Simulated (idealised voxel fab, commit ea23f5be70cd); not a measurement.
The following is a process module called voxel quadruple lines.
This is section cut - it's 290 nm across, gridded in 5 nm square cells.
Cross-section spec: square-cell grid; bands listed top down; each band is one or more rows. This entry defines a band. It first specifies the height of the band's top and the height of its bottom in nm, and then specifies the band's materials from left to right, stating each material with its width in nm. The word "full width" identifies a single material that fills the band from edge to edge, while the word "blank" identifies empty space. Heights from 0 (as-received wafer is one material below). Bottom band endless downward, as "z 0 and below". You'd read "30..40" like this: the band's top row of cells is as wide as the first number, its bottom row is as wide as the second, and going down, every row changes width by the same amount as the row before did. For the purposes of this document, the phrase "no alteration" attached to a step denotes that no cell within the cross-section was modified by that step. In the "Catalogued sealed voids" entry, you get each enclosed empty space of 8 cells or more, one with no open way to the top, written width x height at distance, distance from the left edge, in nm. Where a step's line continues beyond its settings, the continuation is a remark by the simulator itself on that step. The optional step-line setting "overlay nm" applies to steps with a mask and quantifies how far to the right of its planned location the mask lay, a negative value indicating leftward placement.

[Set out below are the planned steps of the process]
1. RECEIVE,material Si
2. CONFORMAL_DEP,material SiO2,thk nm 10
3. DIRECTIONAL_DEP,material TiN,thk nm 15
4. DIRECTIONAL_DEP,material polySi,thk nm 20
5. DIRECTIONAL_DEP,material aC,thk nm 20
6. PATTERN,tone cover,mask id MANDREL,material resist,width nm 35,thk nm 25,overlay nm 0
7. DIRECTIONAL_ETCH,etch materials aC,depth nm 20
8. STRIP,etch materials resist
9. CONFORMAL_DEP,material SiO2,thk nm 15
10. DIRECTIONAL_ETCH,etch materials SiO2,depth nm 15
11. STRIP,etch materials aC
12. DIRECTIONAL_ETCH,etch materials polySi,depth nm 20
13. STRIP,etch materials SiO2
14. CONFORMAL_DEP,material SiN,thk nm 10
15. DIRECTIONAL_ETCH,etch materials SiN,depth nm 10
16. STRIP,etch materials polySi
17. DIRECTIONAL_ETCH,etch materials TiN,depth nm 15
18. STRIP,etch materials SiN
19. FILL_DEP,material lowk,thk nm 10
20. CMP,height nm 25

[Incoming wafer, cross-sectional view, post step 1]
* z 0 and below = Si full width
* Catalogued sealed voids: none

[End-of-module XS, first of two wafers, run as planned]
* z 25 to 10 = lowk 100, then TiN 10, then lowk 15, then TiN 10, then lowk 15, then TiN 10, then lowk 15, then TiN 10, then lowk 105
* z 10 to 0 = SiO2 full width
* z 0 and below = Si full width
* Catalogued sealed voids: none

[The second wafer, shown in cross-section after the module: started the same way as the first and given the same plan, yet one mistake crept into how it was run]
* z 25 to 15 = lowk full width
* z 15 to 0 = lowk 100, then TiN 10, then lowk 15, then TiN 10, then lowk 15, then TiN 10, then lowk 15, then TiN 10, then lowk 105
* z 0 and below = Si full width
* Catalogued sealed voids: none
Diagnosis: the plan's step 2 was left out and never carried out
Wafer comparison, final, in cells, second relative to first, materials more or fewer: SiO2 -116; lowk +116
